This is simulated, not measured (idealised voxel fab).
The document below concerns the process module designated voxel trench capacitor.
The cross-section shown here is cut; it is 285 nm wide and divided into square cells measuring 5 nm on a side.
Square cells in a grid make up a cross-section in this document, and the grid is given as bands, listed from the top down, each one or more rows of cells.
Within each band entry, the heights of the top and of the bottom of the band appear first, in that order and in nm; the materials of the band then follow from left to right, each with its corresponding width in nm. The designation "edge to edge" on a single material indicates that it fills the band from edge to edge; the designation "blank" indicates empty space.
Convention: height 0 is the level below which the wafer, as received, is all one material. The lowest band does not terminate at the bottom but continues downward, represented as "top 0, no bottom".
The expression "30 to 40" gives the width at the extremes of the band, the first number at its top row of cells and the second at its bottom row, with the width changing by equal amounts from each row to the next in between.
Step note "nothing was modified" = no cross-section cell changed.
Each empty space that has no open way to the top and spans at least 8 cells appears under "Closed internal voids" as width x height at distance, the distance counted from the left edge, all in nm.
If you see something after the settings on a step's line, that's the simulator's own remark about that step.
overlay nm: mask offset rightward from planned place, masked step; negative means leftward offset.
**Listed below are the process steps as planned**
| 1 | RECEIVE: material Si |
| 2 | CONFORMAL_DEP: material SiN, thk nm 10 |
| 3 | MASKED_ETCH: tone open, mask id TRENCH, width nm 25, pitch nm 55, etch materials SiN, depth nm 10, overlay nm 0 |
| 4 | MASKED_ETCH: tone open, mask id TRENCH, width nm 25, pitch nm 55, etch materials Si, depth nm 40, overlay nm 0 |
| 5 | CONFORMAL_DEP: material HfO2, thk nm 5 |
| 6 | CONFORMAL_DEP: material TiN, thk nm 5 |
| 7 | FILL_DEP: material W, thk nm 10 |
| 8 | CMP: height nm 10 |
**First of two wafers - as planned**
**Incoming wafer, cross-sectional view, post step 1**
top 0, no bottom: Si edge to edge
Closed internal voids: none
**Cross-sectional representation of the wafer at the conclusion of step 2**
top 10, bottom 0: SiN edge to edge
Below 0 it's all the same as before, nothing changed down there.
**Cross-sectional representation of the wafer at the conclusion of step 3**
top 10, bottom 0: SiN 100 nm | blank 25 nm | SiN 30 nm | blank 25 nm | SiN 105 nm
Below 0 it's all the same as before, nothing changed down there.
**Cross-sectional representation of the wafer at the conclusion of step 4**
top 10, bottom 0: SiN 100 nm | blank 25 nm | SiN 30 nm | blank 25 nm | SiN 105 nm
top 0, bottom -40: Si 100 nm | blank 25 nm | Si 30 nm | blank 25 nm | Si 105 nm
Below -40 it's all the same as before, nothing changed down there.
**Cross-sectional representation of the wafer at the conclusion of step 5**
top 15, bottom 10: HfO2 105 nm | blank 15 nm | HfO2 40 nm | blank 15 nm | HfO2 110 nm
top 10, bottom 0: SiN 100 nm | HfO2 5 nm | blank 15 nm | HfO2 5 nm | SiN 30 nm | HfO2 5 nm | blank 15 nm | HfO2 5 nm | SiN 105 nm
top 0, bottom -35: Si 100 nm | HfO2 5 nm | blank 15 nm | HfO2 5 nm | Si 30 nm | HfO2 5 nm | blank 15 nm | HfO2 5 nm | Si 105 nm
top -35, bottom -40: Si 100 nm | HfO2 25 nm | Si 30 nm | HfO2 25 nm | Si 105 nm
Below -40 it's all the same as before, nothing changed down there.
**Cross-sectional representation of the wafer at the conclusion of step 6**
top 20, bottom 15: TiN 110 nm | blank 5 nm | TiN 50 nm | blank 5 nm | TiN 115 nm
top 15, bottom 10: HfO2 105 nm | TiN 5 nm | blank 5 nm | TiN 5 nm | HfO2 40 nm | TiN 5 nm | blank 5 nm | TiN 5 nm | HfO2 110 nm
top 10, bottom 0: SiN 100 nm | HfO2 5 nm | TiN 5 nm | blank 5 nm | TiN 5 nm | HfO2 5 nm | SiN 30 nm | HfO2 5 nm | TiN 5 nm | blank 5 nm | TiN 5 nm | HfO2 5 nm | SiN 105 nm
top 0, bottom -30: Si 100 nm | HfO2 5 nm | TiN 5 nm | blank 5 nm | TiN 5 nm | HfO2 5 nm | Si 30 nm | HfO2 5 nm | TiN 5 nm | blank 5 nm | TiN 5 nm | HfO2 5 nm | Si 105 nm
top -30, bottom -35: Si 100 nm | HfO2 5 nm | TiN 15 nm | HfO2 5 nm | Si 30 nm | HfO2 5 nm | TiN 15 nm | HfO2 5 nm | Si 105 nm
Below -35 it's all the same as before, nothing changed down there.
**Cross-sectional representation of the wafer at the conclusion of step 7**
top 30, bottom 20: W edge to edge
top 20, bottom 15: TiN 110 nm | W 5 nm | TiN 50 nm | W 5 nm | TiN 115 nm
top 15, bottom 10: HfO2 105 nm | TiN 5 nm | W 5 nm | TiN 5 nm | HfO2 40 nm | TiN 5 nm | W 5 nm | TiN 5 nm | HfO2 110 nm
top 10, bottom 0: SiN 100 nm | HfO2 5 nm | TiN 5 nm | W 5 nm | TiN 5 nm | HfO2 5 nm | SiN 30 nm | HfO2 5 nm | TiN 5 nm | W 5 nm | TiN 5 nm | HfO2 5 nm | SiN 105 nm
top 0, bottom -30: Si 100 nm | HfO2 5 nm | TiN 5 nm | W 5 nm | TiN 5 nm | HfO2 5 nm | Si 30 nm | HfO2 5 nm | TiN 5 nm | W 5 nm | TiN 5 nm | HfO2 5 nm | Si 105 nm
Below -30 it's all the same as before, nothing changed down there.
**Cross-sectional representation of the wafer at the conclusion of step 8**
top 10, bottom 0: SiN 100 nm | HfO2 5 nm | TiN 5 nm | W 5 nm | TiN 5 nm | HfO2 5 nm | SiN 30 nm | HfO2 5 nm | TiN 5 nm | W 5 nm | TiN 5 nm | HfO2 5 nm | SiN 105 nm
Below 0 it's all the same as before, nothing changed down there.
**Second wafer: same start and same plan as the first, one execution error; identical to the first through step 1**
Second wafer, cut view, end of step 2 per plan: nothing was modified
Second wafer, cut view, end of step 3 per plan: nothing was modified
**Second wafer, cut view, end of step 4 per plan**
top 0, bottom -40: Si 100 nm | blank 25 nm | Si 30 nm | blank 25 nm | Si 105 nm
Below -40 it's all the same as before, nothing changed down there.
**Second wafer, cut view, end of step 5 per plan**
top 5, bottom 0: HfO2 105 nm | blank 15 nm | HfO2 40 nm | blank 15 nm | HfO2 110 nm
top 0, bottom -35: Si 100 nm | HfO2 5 nm | blank 15 nm | HfO2 5 nm | Si 30 nm | HfO2 5 nm | blank 15 nm | HfO2 5 nm | Si 105 nm
top -35, bottom -40: Si 100 nm | HfO2 25 nm | Si 30 nm | HfO2 25 nm | Si 105 nm
Below -40 it's all the same as before, nothing changed down there.
**Second wafer, cut view, end of step 6 per plan**
top 10, bottom 5: TiN 110 nm | blank 5 nm | TiN 50 nm | blank 5 nm | TiN 115 nm
top 5, bottom 0: HfO2 105 nm | TiN 5 nm | blank 5 nm | TiN 5 nm | HfO2 40 nm | TiN 5 nm | blank 5 nm | TiN 5 nm | HfO2 110 nm
top 0, bottom -30: Si 100 nm | HfO2 5 nm | TiN 5 nm | blank 5 nm | TiN 5 nm | HfO2 5 nm | Si 30 nm | HfO2 5 nm | TiN 5 nm | blank 5 nm | TiN 5 nm | HfO2 5 nm | Si 105 nm
top -30, bottom -35: Si 100 nm | HfO2 5 nm | TiN 15 nm | HfO2 5 nm | Si 30 nm | HfO2 5 nm | TiN 15 nm | HfO2 5 nm | Si 105 nm
Below -35 it's all the same as before, nothing changed down there.
**Second wafer, cut view, end of step 7 per plan**
top 20, bottom 10: W edge to edge
top 10, bottom 5: TiN 110 nm | W 5 nm | TiN 50 nm | W 5 nm | TiN 115 nm
top 5, bottom 0: HfO2 105 nm | TiN 5 nm | W 5 nm | TiN 5 nm | HfO2 40 nm | TiN 5 nm | W 5 nm | TiN 5 nm | HfO2 110 nm
top 0, bottom -30: Si 100 nm | HfO2 5 nm | TiN 5 nm | W 5 nm | TiN 5 nm | HfO2 5 nm | Si 30 nm | HfO2 5 nm | TiN 5 nm | W 5 nm | TiN 5 nm | HfO2 5 nm | Si 105 nm
Below -30 it's all the same as before, nothing changed down there.
**Second wafer, cut view, end of step 8 per plan**
top 10, bottom 5: TiN 110 nm | W 5 nm | TiN 50 nm | W 5 nm | TiN 115 nm
Below 5 it's all the same as before, nothing changed down there.
The mistake made against the process plan was this: step 2 of the plan never got run, it was skipped over
End of process, cell counts, second wafer against first, materials with more or fewer: +43 HfO2; -94 SiN; +51 TiN
